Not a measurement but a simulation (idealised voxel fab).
Herein follows the process module entitled voxel ribs on slabs.
Section shown: cut. Width: 155 nm. Cell size: 5 nm, square.
Square cells in a grid make up a cross-section in this document, and the grid is given as bands, listed from the top down, each one or more rows of cells.
This entry defines a band. It first specifies the height of the band's top and the height of its bottom in nm, and then specifies the band's materials from left to right, stating each material with its width in nm. The word "edge to edge" identifies a single material that fills the band from edge to edge, while the word "air" identifies empty space.
Basically, 0 is our baseline, since under it the wafer straight out of the box is all one material. The bottom band has no lower end and keeps on going down, so it looks like "0 nm and below".
Quick explanation for "30 to 40": the width changes in equal steps down the rows of cells, from the first number in the band's top row to the second number in its bottom row.
The cross-section has no changed cell in any step marked "no change".
Entry "Fully enclosed voids" = empty spaces >= 8 cells with no open way to the top; each as width x height at distance, distance from left edge, all nm.
On a step's line, text after the settings is the simulator commenting on that step.
Each step line may optionally specify "overlay nm", which for a step with a mask gives the rightward distance between the mask's planned place and where it lay, a negative value indicating the leftward direction.
[The following list gives the planned process steps]
| 1 | RECEIVE,material Si |
| 2 | DIRECTIONAL_DEP,material SiO2,thk nm 30 |
| 3 | DIRECTIONAL_DEP,material polySi,thk nm 25 |
| 4 | PATTERN,tone cover,mask id RIB,material resist,width nm 30,thk nm 15,overlay nm 0 |
| 5 | DIRECTIONAL_ETCH,etch materials polySi,depth nm 10 |
| 6 | STRIP,etch materials resist |
| 7 | MASKED_ETCH,tone cover,mask id SLAB,width nm 60,etch materials polySi,depth nm 15,overlay nm 0 |
| 8 | FILL_DEP,material SiO2,thk nm 25 |
| 9 | CMP,height nm 70 |
| 10 | DIRECTIONAL_DEP,material W,thk nm 10 |
| 11 | PATTERN,tone cover,mask id HEATER,material resist,width nm 40,thk nm 15,overlay nm 0 |
| 12 | DIRECTIONAL_ETCH,etch materials W,depth nm 10 |
| 13 | STRIP,etch materials resist |
| 14 | CONFORMAL_DEP,material SiO2,thk nm 10 |
[Cross-section of the wafer at receipt, which is the condition after step 1]
> 0 nm and below  Si edge to edge
> Fully enclosed voids: none
[Cross-section, first of two wafers, end of module, run as planned]
> 90 nm to 80 nm  45 nm air; 60 nm SiO2; 50 nm air
> 80 nm to 70 nm  55 nm SiO2; 40 nm W; 60 nm SiO2
> 70 nm to 55 nm  SiO2 edge to edge
> 55 nm to 45 nm  60 nm SiO2; 30 nm polySi; 65 nm SiO2
> 45 nm to 30 nm  45 nm SiO2; 60 nm polySi; 50 nm SiO2
> 30 nm to 0 nm  SiO2 edge to edge
> 0 nm and below  Si edge to edge
> Fully enclosed voids: none
[second wafer at the end: like start, like plan, one mistake]
> 90 nm to 80 nm  45 nm air; 60 nm SiO2; 50 nm air
> 80 nm to 70 nm  55 nm SiO2; 40 nm W; 60 nm SiO2
> 70 nm to 45 nm  SiO2 edge to edge
> 45 nm to 40 nm  45 nm polySi; 60 nm SiO2; 50 nm polySi
> 40 nm to 30 nm  45 nm polySi; 15 nm SiO2; 30 nm polySi; 15 nm SiO2; 50 nm polySi
> 30 nm to 0 nm  SiO2 edge to edge
> 0 nm and below  Si edge to edge
> Fully enclosed voids: none
In executing the process, a mistake was made relative to the plan: the process deviated at step 7: the operation and settings actually run there were MASKED_ETCH,tone open,mask id SLAB,width nm 60,etch materials polySi,depth nm 15,overlay nm 0
Once processing is complete, comparing cell counts shows that the second wafer has more or fewer of certain materials than the first: SiO2 -21 | polySi +21
